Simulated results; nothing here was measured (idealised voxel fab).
The process module presented herein is designated voxel trench capacitor.
Cross-section cut spans 240 nm and uses square cells 5 nm in size.
In what follows, cross-sections appear as grids of square cells, described through bands that run from the top down, where every band is one or more rows of cells.
It is stipulated that each band's entry specify, in nanometres, the height of the top of the band and then that of its bottom, followed by the materials of the band in left-to-right sequence, each together with its width in nanometres. A single material marked by the word "throughout" is understood to fill the band from edge to edge; the word "air" is understood to denote empty space.
Heights from 0 (as-received wafer is one material below). Bottom band endless downward, as "from 0 down".
So if you see something like "30..40" for the width, read it as the top row of the band sitting at the first number and the bottom row at the second, with every row in between moving by the same amount as the last.
Step marked "same as before"? Then no cell in the cross-section changed in it.
What "Closed internal cavities" gives you is every empty space of 8 cells or more that is cut off from the top. Each appears as width x height at distance, with the distance taken from the left edge and width, height and distance all in nm.
On a step's line, text after the settings is the simulator commenting on that step.
overlay nm: where the mask lay relative to plan, measured to the right, on steps with a mask; negatives go left.
### List of planned process steps
| 1 | RECEIVE [material Si] |
| 2 | CONFORMAL_DEP [material SiN] [thk nm 10] |
| 3 | MASKED_ETCH [tone open] [mask id TRENCH] [width nm 25] [pitch nm 40] [etch materials SiN] [depth nm 10] [overlay nm 0] |
| 4 | MASKED_ETCH [tone open] [mask id TRENCH] [width nm 25] [pitch nm 40] [etch materials Si] [depth nm 40] [overlay nm 0] |
| 5 | CONFORMAL_DEP [material Al2O3] [thk nm 5] |
| 6 | FILL_DEP [material polySi] [thk nm 10] |
| 7 | CMP [height nm 10] |
### So, the first of our two wafers, run just as we planned it
### Incoming wafer in cross-section (state: after step 1)
  from 0 down | Si throughout
  Closed internal cavities: none
### Presented here is a cross-section of the wafer after step 2 has been performed
  from 10 to 0 | SiN throughout
  Note: structure below 0 unchanged.
### Presented here is a cross-section of the wafer after step 3 has been performed
  from 10 to 0 | 45 SiN, then 25 air, then 15 SiN, then 25 air, then 15 SiN, then 25 air, then 15 SiN, then 25 air, then 50 SiN
  Note: structure below 0 unchanged.
### Presented here is a cross-section of the wafer after step 4 has been performed
  from 10 to 0 | 45 SiN, then 25 air, then 15 SiN, then 25 air, then 15 SiN, then 25 air, then 15 SiN, then 25 air, then 50 SiN
  from 0 to -40 | 45 Si, then 25 air, then 15 Si, then 25 air, then 15 Si, then 25 air, then 15 Si, then 25 air, then 50 Si
  Note: structure below -40 unchanged.
### Presented here is a cross-section of the wafer after step 5 has been performed
  from 15 to 10 | 50 Al2O3, then 15 air, then 25 Al2O3, then 15 air, then 25 Al2O3, then 15 air, then 25 Al2O3, then 15 air, then 55 Al2O3
  from 10 to 0 | 45 SiN, then 5 Al2O3, then 15 air, then 5 Al2O3, then 15 SiN, then 5 Al2O3, then 15 air, then 5 Al2O3, then 15 SiN, then 5 Al2O3, then 15 air, then 5 Al2O3, then 15 SiN, then 5 Al2O3, then 15 air, then 5 Al2O3, then 50 SiN
  from 0 to -35 | 45 Si, then 5 Al2O3, then 15 air, then 5 Al2O3, then 15 Si, then 5 Al2O3, then 15 air, then 5 Al2O3, then 15 Si, then 5 Al2O3, then 15 air, then 5 Al2O3, then 15 Si, then 5 Al2O3, then 15 air, then 5 Al2O3, then 50 Si
  from -35 to -40 | 45 Si, then 25 Al2O3, then 15 Si, then 25 Al2O3, then 15 Si, then 25 Al2O3, then 15 Si, then 25 Al2O3, then 50 Si
  Note: structure below -40 unchanged.
### Presented here is a cross-section of the wafer after step 6 has been performed
  from 25 to 15 | polySi throughout
  from 15 to 10 | 50 Al2O3, then 15 polySi, then 25 Al2O3, then 15 polySi, then 25 Al2O3, then 15 polySi, then 25 Al2O3, then 15 polySi, then 55 Al2O3
  from 10 to 0 | 45 SiN, then 5 Al2O3, then 15 polySi, then 5 Al2O3, then 15 SiN, then 5 Al2O3, then 15 polySi, then 5 Al2O3, then 15 SiN, then 5 Al2O3, then 15 polySi, then 5 Al2O3, then 15 SiN, then 5 Al2O3, then 15 polySi, then 5 Al2O3, then 50 SiN
  from 0 to -35 | 45 Si, then 5 Al2O3, then 15 polySi, then 5 Al2O3, then 15 Si, then 5 Al2O3, then 15 polySi, then 5 Al2O3, then 15 Si, then 5 Al2O3, then 15 polySi, then 5 Al2O3, then 15 Si, then 5 Al2O3, then 15 polySi, then 5 Al2O3, then 50 Si
  Note: structure below -35 unchanged.
### Presented here is a cross-section of the wafer after step 7 has been performed
  from 10 to 0 | 45 SiN, then 5 Al2O3, then 15 polySi, then 5 Al2O3, then 15 SiN, then 5 Al2O3, then 15 polySi, then 5 Al2O3, then 15 SiN, then 5 Al2O3, then 15 polySi, then 5 Al2O3, then 15 SiN, then 5 Al2O3, then 15 polySi, then 5 Al2O3, then 50 SiN
  Note: structure below 0 unchanged.
### Second wafer. Start and plan as for the first. One mistake made in running. Agrees with the first up to and including step 3
### What the second wafer looks like in cross-section when step 4 should have wrapped up
  from 10 to 0 | 45 SiN, then 25 air, then 15 SiN, then 25 air, then 15 SiN, then 25 air, then 15 SiN, then 25 air, then 50 SiN
  from 0 to -40 | 50 Si, then 15 air, then 25 Si, then 15 air, then 25 Si, then 15 air, then 25 Si, then 15 air, then 55 Si
  Note: structure below -40 unchanged.
### What the second wafer looks like in cross-section when step 5 should have wrapped up
  from 15 to 10 | 50 Al2O3, then 15 air, then 25 Al2O3, then 15 air, then 25 Al2O3, then 15 air, then 25 Al2O3, then 15 air, then 55 Al2O3
  from 10 to 0 | 45 SiN, then 5..10 Al2O3, then 15..5 air, then 5..10 Al2O3, then 15 SiN, then 5..10 Al2O3, then 15..5 air, then 5..10 Al2O3, then 15 SiN, then 5..10 Al2O3, then 15..5 air, then 5..10 Al2O3, then 15 SiN, then 5..10 Al2O3, then 15..5 air, then 5..10 Al2O3, then 50 SiN
  from 0 to -35 | 50 Si, then 5 Al2O3, then 5 air, then 5 Al2O3, then 25 Si, then 5 Al2O3, then 5 air, then 5 Al2O3, then 25 Si, then 5 Al2O3, then 5 air, then 5 Al2O3, then 25 Si, then 5 Al2O3, then 5 air, then 5 Al2O3, then 55 Si
  from -35 to -40 | 50 Si, then 15 Al2O3, then 25 Si, then 15 Al2O3, then 25 Si, then 15 Al2O3, then 25 Si, then 15 Al2O3, then 55 Si
  Note: structure below -40 unchanged.
### What the second wafer looks like in cross-section when step 6 should have wrapped up
  from 25 to 15 | polySi throughout
  from 15 to 10 | 50 Al2O3, then 15 polySi, then 25 Al2O3, then 15 polySi, then 25 Al2O3, then 15 polySi, then 25 Al2O3, then 15 polySi, then 55 Al2O3
  from 10 to 0 | 45 SiN, then 5..10 Al2O3, then 15..5 polySi, then 5..10 Al2O3, then 15 SiN, then 5..10 Al2O3, then 15..5 polySi, then 5..10 Al2O3, then 15 SiN, then 5..10 Al2O3, then 15..5 polySi, then 5..10 Al2O3, then 15 SiN, then 5..10 Al2O3, then 15..5 polySi, then 5..10 Al2O3, then 50 SiN
  from 0 to -35 | 50 Si, then 5 Al2O3, then 5 polySi, then 5 Al2O3, then 25 Si, then 5 Al2O3, then 5 polySi, then 5 Al2O3, then 25 Si, then 5 Al2O3, then 5 polySi, then 5 Al2O3, then 25 Si, then 5 Al2O3, then 5 polySi, then 5 Al2O3, then 55 Si
  Note: structure below -35 unchanged.
### What the second wafer looks like in cross-section when step 7 should have wrapped up
  from 10 to 0 | 45 SiN, then 5..10 Al2O3, then 15..5 polySi, then 5..10 Al2O3, then 15 SiN, then 5..10 Al2O3, then 15..5 polySi, then 5..10 Al2O3, then 15 SiN, then 5..10 Al2O3, then 15..5 polySi, then 5..10 Al2O3, then 15 SiN, then 5..10 Al2O3, then 15..5 polySi, then 5..10 Al2O3, then 50 SiN
  Note: structure below 0 unchanged.
What was done differently from what was planned? step 4 was not run as planned; what actually ran was MASKED_ETCH [tone open] [mask id TRENCH] [width nm 15] [pitch nm 40] [etch materials Si] [depth nm 40] [overlay nm 0]
Counted in cells at the end, the second wafer holds more or fewer of these materials than the first: Si +64, polySi -64
